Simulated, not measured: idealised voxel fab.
process module | voxel tone inversion
cross-section cut | 200 nm wide | cells 5 nm
A cross-section is a grid of square cells, given in bands from the top down. A band is one or more rows of cells.
Each band's line starts with the height of the band's top and of its bottom, in nm. Then come its materials from left to right, each with its width in nm. One material with "throughout" fills the band from edge to edge. "air" is empty space.
Height 0 is the level under which the wafer as received is all one material. The lowest band goes on downwards, as in "0 down".
A width such as "30 to 40" changes by the same amount from each row of cells to the next, from the band's top row to its bottom row.
"no change" after a step means that no cell of the cross-section changed.
closed voids: empty space of 8 cells or more with no open way to the top, each as width x height at its distance from the left edge, in nm
after a step's settings: what the simulator itself notes on the step
overlay nm, on a step with a mask: how far to the right of its planned place the mask lay; to the left if negative
plan
1 op RECEIVE | material Si
2 op CONFORMAL_DEP | material SiN | thk nm 10
3 op DIRECTIONAL_DEP | material polySi | thk nm 15
4 op PATTERN | tone cover | mask id POSTS | material resist | width nm 15 | pitch nm 35 | thk nm 25 | overlay nm 0
5 op DIRECTIONAL_ETCH | etch materials polySi | depth nm 15
6 op STRIP | etch materials resist
7 op FILL_DEP | material SiO2 | thk nm 10
8 op CMP | height nm 25
9 op STRIP | etch materials polySi
10 op CONFORMAL_DEP | material TiN | thk nm 5
11 op FILL_DEP | material Ru | thk nm 10
12 op CMP | height nm 25
13 op CONFORMAL_DEP | material SiN | thk nm 5
as received, after step 1
  0 down: Si throughout
  closed voids: none
first wafer at the end, as planned
  30 to 25: SiN throughout
  25 to 15: SiO2 55 | TiN 5 | Ru 5 | TiN 5 | SiO2 20 | TiN 5 | Ru 5 | TiN 5 | SiO2 20 | TiN 5 | Ru 5 | TiN 5 | SiO2 60
  15 to 10: SiO2 55 | TiN 15 | SiO2 20 | TiN 15 | SiO2 20 | TiN 15 | SiO2 60
  10 to 0: SiN throughout
  0 down: Si throughout
  closed voids: none
second wafer at the end: like start, like plan, one mistake
  30 to 15: SiN throughout
  15 to 0: polySi throughout
  0 down: Si throughout
  closed voids: none
what went wrong: steps 2 and 3 were swapped
at the end the second wafer has, in cells: 6 fewer of Ru | 93 fewer of SiO2 | 21 fewer of TiN | 120 more of polySi
